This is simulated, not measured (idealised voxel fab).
Module name: voxel air gaps (process module)
Cross-section cut: width 175 nm, square cells of 5 nm.
Reading order for cross-sections: top band down to bottom band. Underlying form: a grid of square cells. Band size: one or more rows of cells.
Basically the band line says how high the top is and how high the bottom is, in nm, and then what's in it from left to right, every material with its width in nm. Empty space shows up as "empty", and if a single material carries "all across" it runs the full band edge to edge.
Heights are reckoned from 0. Under this level, the received wafer is all of one material. The bottommost band is open-ended downward, for example "0 down".
Top row gets the first number, bottom row gets the second, and each row in between changes by the same step: that is how a band width like "30->40" works.
Reading "stayed the same" for a step: not a cell of the cross-section changed in it.
"Cavities, closed": empty spaces of 8 cells or more with no open way to the top, each given as width x height at distance, distance from the left edge, all in nm.
Note: text after step settings on the step line = simulator remark on that step.
If you see "overlay nm" on a step's line and that step has a mask, it's telling you how far right of where it was planned the mask ended up; a negative number means it went left instead.
plan:
step 1: op RECEIVE | material Si
step 2: op CONFORMAL_DEP | material SiO2 | thk nm 10
step 3: op CONFORMAL_DEP | material SiN | thk nm 5
step 4: op DIRECTIONAL_DEP | material SiO2 | thk nm 35
step 5: op DIRECTIONAL_DEP | material aC | thk nm 15
step 6: op PATTERN | tone open | mask id LINES | material resist | width nm 25 | pitch nm 50 | thk nm 30 | overlay nm 0
step 7: op DIRECTIONAL_ETCH | etch materials aC | depth nm 15
step 8: op STRIP | etch materials resist
step 9: op DIRECTIONAL_ETCH | etch materials SiO2 | depth nm 35
step 10: op STRIP | etch materials aC
step 11: op CONFORMAL_DEP | material TiN | thk nm 5
step 12: op FILL_DEP | material Cu | thk nm 5
step 13: op CMP | height nm 50
step 14: op EPI | material Ru | thk nm 10
step 15: op SELECTIVE_ETCH | etch materials SiO2 | depth nm 45
step 16: op CONFORMAL_DEP | material SiN | thk nm 5
Wafer at receipt (post step 1), cross-section:
0 down: Si all across
Cavities, closed: none
End-of-module cross-section of the first of two wafers, processed as planned:
65 to 60: empty=10 | SiN=155 | empty=10
60 to 50: empty=10 | SiN=5 | Ru=45 | SiN=5 | Ru=45 | SiN=5 | Ru=45 | SiN=5 | empty=10
50 to 45: empty=10 | SiN=15 | TiN=5 | Cu=15 | TiN=5 | SiN=25 | TiN=5 | Cu=15 | TiN=5 | SiN=25 | TiN=5 | Cu=15 | TiN=5 | SiN=15 | empty=10
45 to 20: empty=20 | SiN=5 | TiN=5 | Cu=15 | TiN=5 | SiN=5 | empty=15 | SiN=5 | TiN=5 | Cu=15 | TiN=5 | SiN=5 | empty=15 | SiN=5 | TiN=5 | Cu=15 | TiN=5 | SiN=5 | empty=20
20 to 15: SiN=25 | TiN=25 | SiN=25 | TiN=25 | SiN=25 | TiN=25 | SiN=25
15 to 10: SiN all across
10 to 0: SiO2 all across
0 down: Si all across
Cavities, closed: 15 x 25 at 55; 15 x 25 at 105
Cross-section at end of module for the second wafer of two, which matched the first in starting point and plan and differed by one mistake in its processing:
65 to 60: empty=10 | SiN=155 | empty=10
60 to 50: empty=10 | SiN=5 | Ru=45 | SiN=5 | Ru=45 | SiN=5 | Ru=45 | SiN=5 | empty=10
50 to 20: empty=10 | SiN=5 | Ru=10 | TiN=5 | Cu=15 | TiN=5 | Ru=10 | SiN=5 | Ru=10 | TiN=5 | Cu=15 | TiN=5 | Ru=10 | SiN=5 | Ru=10 | TiN=5 | Cu=15 | TiN=5 | Ru=10 | SiN=5 | empty=10
20 to 15: SiN=15 | Ru=10 | TiN=25 | Ru=10 | SiN=5 | Ru=10 | TiN=25 | Ru=10 | SiN=5 | Ru=10 | TiN=25 | Ru=10 | SiN=15
15 to 10: SiN all across
10 to 0: SiO2 all across
0 down: Si all across
Cavities, closed: none
So what did we get wrong on this run? order of steps 14 and 15 inverted relative to the plan
Wafer comparison, final, in cells, second relative to first, materials more or fewer: 84 more of Ru; 34 fewer of SiN
Final observation: first wafer, 2 closed voids; second wafer, 0 closed voids.
